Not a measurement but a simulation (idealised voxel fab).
Presented below is a process module, voxel wiring stack.
Section shown: cut. Width: 250 nm. Cell size: 5 nm, square.
Throughout this document, each cross-section is represented as a grid of square cells and is presented as a sequence of bands enumerated from the top downward, where a band comprises one or more rows of cells.
Top, bottom (nm), then materials left to right with widths (nm); lone material tagged "throughout" fills the whole band edge to edge; "air" = empty space.
Heights are expressed relative to 0, this being the level below which the as-received wafer comprises one material exclusively. The lowest band is unbounded in the downward direction and is denoted as in "top 0, no bottom".
Width "30 to 40": first value at the band's top row of cells, second value at its bottom row, equal change from row to row.
No cell of the cross-section changed in a step that is given as "nothing got changed".
Any empty space of 8 cells or more lacking an open way to the top shows up in "Closed void catalog" as width x height at distance, distance from the left edge, in nm.
On a step's line, text after the settings is the simulator commenting on that step.
A step's line can hold "overlay nm"; with a mask on that step, the setting says how far right of the planned place the mask lay, while a negative setting says it lay to the left.
-- The process steps that were planned are listed below
1) op RECEIVE | material Si
2) op CONFORMAL_DEP | material SiO2 | thk nm 10
3) op CONFORMAL_DEP | material SiN | thk nm 5
4) op DIRECTIONAL_DEP | material SiO2 | thk nm 20
5) op DIRECTIONAL_DEP | material aC | thk nm 10
6) op PATTERN | tone open | mask id METAL_1 | material resist | width nm 20 | pitch nm 40 | thk nm 25 | overlay nm 0
7) op DIRECTIONAL_ETCH | etch materials aC | depth nm 10
8) op STRIP | etch materials resist
9) op DIRECTIONAL_ETCH | etch materials SiO2 | depth nm 20
10) op DIRECTIONAL_ETCH | etch materials SiN | depth nm 5
11) op STRIP | etch materials aC
12) op CONFORMAL_DEP | material TiN | thk nm 5
13) op FILL_DEP | material Cu | thk nm 5
14) op CMP | height nm 35
15) op CONFORMAL_DEP | material SiCN | thk nm 5
16) op DIRECTIONAL_DEP | material lowk | thk nm 30
17) op MASKED_ETCH | tone open | mask id METAL_2 | width nm 20 | pitch nm 40 | etch materials lowk | depth nm 20 | overlay nm 0
18) op PATTERN | tone open | mask id METAL_2_HOLES | material resist | width nm 15 | pitch nm 40 | thk nm 20 | overlay nm 0
19) op DIRECTIONAL_ETCH | etch materials lowk | depth nm 10
20) op DIRECTIONAL_ETCH | etch materials SiCN | depth nm 5
21) op STRIP | etch materials resist
22) op CONFORMAL_DEP | material TiN | thk nm 5
23) op FILL_DEP | material Cu | thk nm 10
24) op CMP | height nm 70
25) op CONFORMAL_DEP | material SiCN | thk nm 5
26) op DIRECTIONAL_DEP | material lowk | thk nm 10
27) op DIRECTIONAL_DEP | material aC | thk nm 15
28) op PATTERN | tone open | mask id PLUG_2 | material resist | width nm 15 | thk nm 35 | overlay nm 0
29) op DIRECTIONAL_ETCH | etch materials aC | depth nm 15
30) op STRIP | etch materials resist
31) op DIRECTIONAL_ETCH | etch materials lowk | depth nm 10
32) op DIRECTIONAL_ETCH | etch materials SiCN | depth nm 5
33) op STRIP | etch materials aC
34) op EPI | material Ru | thk nm 10
35) op EPI | material Ru | thk nm 5
36) op CONFORMAL_DEP | material SiCN | thk nm 5
37) op DIRECTIONAL_DEP | material lowk | thk nm 20
38) op PATTERN | tone open | mask id METAL_3 | material resist | width nm 20 | pitch nm 40 | thk nm 15 | overlay nm 0
39) op DIRECTIONAL_ETCH | etch materials lowk | depth nm 20
40) op DIRECTIONAL_ETCH | etch materials SiCN | depth nm 5
41) op STRIP | etch materials resist
42) op CONFORMAL_DEP | material TiN | thk nm 5
43) op FILL_DEP | material Cu | thk nm 5
44) op CMP | height nm 110
45) op EPI | material Ru | thk nm 5
46) op FILL_DEP | material SiCN | thk nm 5
47) op DIRECTIONAL_DEP | material SiO2 | thk nm 10
48) op DIRECTIONAL_DEP | material aC | thk nm 10
49) op PATTERN | tone open | mask id PLUG_3 | material resist | width nm 15 | pitch nm 40 | thk nm 30 | overlay nm 0
50) op DIRECTIONAL_ETCH | etch materials aC | depth nm 10
51) op STRIP | etch materials resist
52) op DIRECTIONAL_ETCH | etch materials SiO2 | depth nm 10
53) op DIRECTIONAL_ETCH | etch materials SiCN | depth nm 5
54) op STRIP | etch materials aC
55) op EPI | material Ru | thk nm 10
56) op EPI | material Ru | thk nm 5
57) op CONFORMAL_DEP | material SiN | thk nm 5
58) op DIRECTIONAL_DEP | material SiO2 | thk nm 15
59) op MASKED_ETCH | tone open | mask id METAL_4 | width nm 20 | pitch nm 40 | etch materials SiO2 | depth nm 15 | overlay nm 0
60) op MASKED_ETCH | tone open | mask id METAL_4 | width nm 20 | pitch nm 40 | etch materials SiN | depth nm 5 | overlay nm 0
61) op CONFORMAL_DEP | material TiN | thk nm 5
62) op FILL_DEP | material W | thk nm 10
63) op CMP | height nm 150
64) op EPI | material Ru | thk nm 5
65) op FILL_DEP | material SiCN | thk nm 5
-- Here's what the wafer looked like in cross-section when it arrived - that's after step 1
    top 0, no bottom = Si throughout
    Closed void catalog: none
-- Cross-section taken at module completion on the first of two wafers; processed per the plan
    top 160, bottom 155 = SiCN throughout
    top 155, bottom 150 = 90 nm SiCN | 30 nm Ru | 10 nm SiCN | 30 nm Ru | 90 nm SiCN
    top 150, bottom 135 = 95 nm SiO2 | 5 nm TiN | 10 nm W | 5 nm TiN | 20 nm SiO2 | 5 nm TiN | 10 nm W | 5 nm TiN | 95 nm SiO2
    top 135, bottom 130 = 95 nm SiN | 20 nm TiN | 20 nm SiN | 20 nm TiN | 95 nm SiN
    top 130, bottom 120 = 95 nm SiO2 | 15 nm Ru | 25 nm SiO2 | 15 nm Ru | 100 nm SiO2
    top 120, bottom 110 = 95 to 90 nm SiCN | 15 to 30 nm Ru | 25 to 10 nm SiCN | 15 to 30 nm Ru | 100 to 90 nm SiCN
    top 110, bottom 90 = 95 nm lowk | 5 nm TiN | 10 nm Cu | 5 nm TiN | 20 nm lowk | 5 nm TiN | 10 nm Cu | 5 nm TiN | 95 nm lowk
    top 90, bottom 85 = 95 nm SiCN | 20 nm TiN | 20 nm SiCN | 20 nm TiN | 95 nm SiCN
    top 85, bottom 75 = 95 nm lowk | 15 nm Ru | 140 nm lowk
    top 75, bottom 70 = 95 nm SiCN | 15 nm Ru | 140 nm SiCN
    top 70, bottom 55 = 95 nm lowk | 5 nm TiN | 10 nm Cu | 5 nm TiN | 20 nm lowk | 5 nm TiN | 10 nm Cu | 5 nm TiN | 95 nm lowk
    top 55, bottom 50 = 95 nm lowk | 5 nm TiN | 5 nm Cu | 10 nm TiN | 20 nm lowk | 5 nm TiN | 5 nm Cu | 10 nm TiN | 95 nm lowk
    top 50, bottom 40 = 95 nm lowk | 5 nm TiN | 5 nm Cu | 5 nm TiN | 25 nm lowk | 5 nm TiN | 5 nm Cu | 5 nm TiN | 100 nm lowk
    top 40, bottom 35 = 95 nm SiCN | 15 nm TiN | 25 nm SiCN | 15 nm TiN | 100 nm SiCN
    top 35, bottom 15 = 95 nm SiO2 | 5 nm TiN | 10 nm Cu | 5 nm TiN | 20 nm SiO2 | 5 nm TiN | 10 nm Cu | 5 nm TiN | 95 nm SiO2
    top 15, bottom 10 = 95 nm SiN | 20 nm TiN | 20 nm SiN | 20 nm TiN | 95 nm SiN
    top 10, bottom 0 = SiO2 throughout
    top 0, no bottom = Si throughout
    Closed void catalog: none
-- Cross-section, second wafer: same start as the first, same plan as the first, one mistake in running it; taken at the end of the module
    top 160, bottom 155 = SiCN throughout
    top 155, bottom 150 = 95 nm SiCN | 20 nm Ru | 20 nm SiCN | 20 nm Ru | 95 nm SiCN
    top 150, bottom 135 = 95 nm SiO2 | 5 nm SiCN | 10 nm W | 5 nm SiCN | 20 nm SiO2 | 5 nm SiCN | 10 nm W | 5 nm SiCN | 95 nm SiO2
    top 135, bottom 130 = 95 nm SiN | 20 nm SiCN | 20 nm SiN | 20 nm SiCN | 95 nm SiN
    top 130, bottom 120 = 95 nm SiO2 | 15 nm Ru | 25 nm SiO2 | 15 nm Ru | 100 nm SiO2
    top 120, bottom 110 = 95 to 90 nm SiCN | 15 to 30 nm Ru | 25 to 10 nm SiCN | 15 to 30 nm Ru | 100 to 90 nm SiCN
    top 110, bottom 90 = 95 nm lowk | 5 nm TiN | 10 nm Cu | 5 nm TiN | 20 nm lowk | 5 nm TiN | 10 nm Cu | 5 nm TiN | 95 nm lowk
    top 90, bottom 85 = 95 nm SiCN | 20 nm TiN | 20 nm SiCN | 20 nm TiN | 95 nm SiCN
    top 85, bottom 75 = 95 nm lowk | 15 nm Ru | 140 nm lowk
    top 75, bottom 70 = 95 nm SiCN | 15 nm Ru | 140 nm SiCN
    top 70, bottom 55 = 95 nm lowk | 5 nm TiN | 10 nm Cu | 5 nm TiN | 20 nm lowk | 5 nm TiN | 10 nm Cu | 5 nm TiN | 95 nm lowk
    top 55, bottom 50 = 95 nm lowk | 5 nm TiN | 5 nm Cu | 10 nm TiN | 20 nm lowk | 5 nm TiN | 5 nm Cu | 10 nm TiN | 95 nm lowk
    top 50, bottom 40 = 95 nm lowk | 5 nm TiN | 5 nm Cu | 5 nm TiN | 25 nm lowk | 5 nm TiN | 5 nm Cu | 5 nm TiN | 100 nm lowk
    top 40, bottom 35 = 95 nm SiCN | 15 nm TiN | 25 nm SiCN | 15 nm TiN | 100 nm SiCN
    top 35, bottom 15 = 95 nm SiO2 | 5 nm TiN | 10 nm Cu | 5 nm TiN | 20 nm SiO2 | 5 nm TiN | 10 nm Cu | 5 nm TiN | 95 nm SiO2
    top 15, bottom 10 = 95 nm SiN | 20 nm TiN | 20 nm SiN | 20 nm TiN | 95 nm SiN
    top 10, bottom 0 = SiO2 throughout
    top 0, no bottom = Si throughout
    Closed void catalog: none
Processing error: step 61 deviated from plan and actually ran as op CONFORMAL_DEP | material SiCN | thk nm 5
Heads up, by the end the second wafer has more or fewer cells of some materials compared to the first: 4 fewer of Ru | 24 more of SiCN | 20 fewer of TiN
